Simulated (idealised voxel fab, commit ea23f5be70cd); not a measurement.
process module | voxel fin reveal
cross-section cut | 190 nm wide | cells 5 nm
A cross-section is a grid of square cells, given in bands from the top down. A band is one or more rows of cells.
Each band's line starts with the height of the band's top and of its bottom, in nm. Then come its materials from left to right, each with its width in nm. One material with "throughout" fills the band from edge to edge. "air" is empty space.
Height 0 is the level under which the wafer as received is all one material. The lowest band goes on downwards, as in "0 down".
A width such as "30 to 40" changes by the same amount from each row of cells to the next, from the band's top row to its bottom row.
"no change" after a step means that no cell of the cross-section changed.
closed voids: empty space of 8 cells or more with no open way to the top, each as width x height at its distance from the left edge, in nm
after a step's settings: what the simulator itself notes on the step
overlay nm, on a step with a mask: how far to the right of its planned place the mask lay; to the left if negative
plan
1 op RECEIVE | material Si
2 op CONFORMAL_DEP | material SiN | thk nm 5
3 op MASKED_ETCH | tone cover | mask id FINS | width nm 15 | pitch nm 40 | etch materials SiN | depth nm 5 | overlay nm 0
4 op MASKED_ETCH | tone cover | mask id FINS | width nm 15 | pitch nm 40 | etch materials Si | depth nm 35 | overlay nm 0
5 op OXIDIZE | depth nm 5
6 op FILL_DEP | material SiO2 | thk nm 15
7 op CMP | height nm 5
8 op SELECTIVE_ETCH | etch materials SiO2 | depth nm 15
9 op STRIP | etch materials SiN
first wafer, as planned
as received, after step 1
  0 down: Si throughout
  closed voids: none
after step 2
  5 to 0: SiN throughout
  below 0: unchanged
after step 3
  5 to 0: air 25 | SiN 15 | air 25 | SiN 15 | air 25 | SiN 15 | air 25 | SiN 15 | air 30
  below 0: unchanged
after step 4
  5 to 0: air 25 | SiN 15 | air 25 | SiN 15 | air 25 | SiN 15 | air 25 | SiN 15 | air 30
  0 to -35: air 25 | Si 15 | air 25 | Si 15 | air 25 | Si 15 | air 25 | Si 15 | air 30
  below -35: unchanged
after step 5
  5 to 0: air 25 | SiN 15 | air 25 | SiN 15 | air 25 | SiN 15 | air 25 | SiN 15 | air 30
  0 to -35: air 25 | SiO2 5 | Si 5 | SiO2 5 | air 25 | SiO2 5 | Si 5 | SiO2 5 | air 25 | SiO2 5 | Si 5 | SiO2 5 | air 25 | SiO2 5 | Si 5 | SiO2 5 | air 30
  -35 to -40: SiO2 30 | Si 5 | SiO2 35 | Si 5 | SiO2 35 | Si 5 | SiO2 35 | Si 5 | SiO2 35
  below -40: unchanged
after step 6
  20 to 5: SiO2 throughout
  5 to 0: SiO2 25 | SiN 15 | SiO2 25 | SiN 15 | SiO2 25 | SiN 15 | SiO2 25 | SiN 15 | SiO2 30
  0 to -40: SiO2 30 | Si 5 | SiO2 35 | Si 5 | SiO2 35 | Si 5 | SiO2 35 | Si 5 | SiO2 35
  below -40: unchanged
after step 7
  5 to 0: SiO2 25 | SiN 15 | SiO2 25 | SiN 15 | SiO2 25 | SiN 15 | SiO2 25 | SiN 15 | SiO2 30
  below 0: unchanged
after step 8
  5 to 0: air 25 | SiN 15 | air 25 | SiN 15 | air 25 | SiN 15 | air 25 | SiN 15 | air 30
  0 to -10: air 30 | Si 5 | air 35 | Si 5 | air 35 | Si 5 | air 35 | Si 5 | air 35
  below -10: unchanged
after step 9
  0 to -10: air 30 | Si 5 | air 35 | Si 5 | air 35 | Si 5 | air 35 | Si 5 | air 35
  below -10: unchanged
second wafer: like start, like plan, one mistake. Through step 3 it matches the first wafer
when step 4 should have ended
  5 to 0: air 25 | SiN 15 | air 25 | SiN 15 | air 25 | SiN 15 | air 25 | SiN 15 | air 30
  0 to -40: air 25 | Si 15 | air 25 | Si 15 | air 25 | Si 15 | air 25 | Si 15 | air 30
  below -40: unchanged
when step 5 should have ended
  5 to 0: air 25 | SiN 15 | air 25 | SiN 15 | air 25 | SiN 15 | air 25 | SiN 15 | air 30
  0 to -40: air 25 | SiO2 5 | Si 5 | SiO2 5 | air 25 | SiO2 5 | Si 5 | SiO2 5 | air 25 | SiO2 5 | Si 5 | SiO2 5 | air 25 | SiO2 5 | Si 5 | SiO2 5 | air 30
  -40 to -45: SiO2 30 | Si 5 | SiO2 35 | Si 5 | SiO2 35 | Si 5 | SiO2 35 | Si 5 | SiO2 35
  below -45: unchanged
when step 6 should have ended
  20 to 5: SiO2 throughout
  5 to 0: SiO2 25 | SiN 15 | SiO2 25 | SiN 15 | SiO2 25 | SiN 15 | SiO2 25 | SiN 15 | SiO2 30
  0 to -45: SiO2 30 | Si 5 | SiO2 35 | Si 5 | SiO2 35 | Si 5 | SiO2 35 | Si 5 | SiO2 35
  below -45: unchanged
when step 7 should have ended
  5 to 0: SiO2 25 | SiN 15 | SiO2 25 | SiN 15 | SiO2 25 | SiN 15 | SiO2 25 | SiN 15 | SiO2 30
  below 0: unchanged
when step 8 should have ended
  5 to 0: air 25 | SiN 15 | air 25 | SiN 15 | air 25 | SiN 15 | air 25 | SiN 15 | air 30
  0 to -10: air 30 | Si 5 | air 35 | Si 5 | air 35 | Si 5 | air 35 | Si 5 | air 35
  below -10: unchanged
when step 9 should have ended
  0 to -10: air 30 | Si 5 | air 35 | Si 5 | air 35 | Si 5 | air 35 | Si 5 | air 35
  below -10: unchanged
what went wrong: step 4 ran as: op MASKED_ETCH | tone cover | mask id FINS | width nm 15 | pitch nm 40 | etch materials Si | depth nm 40 | overlay nm 0
at the end the second wafer has, in cells: 34 fewer of Si | 34 more of SiO2
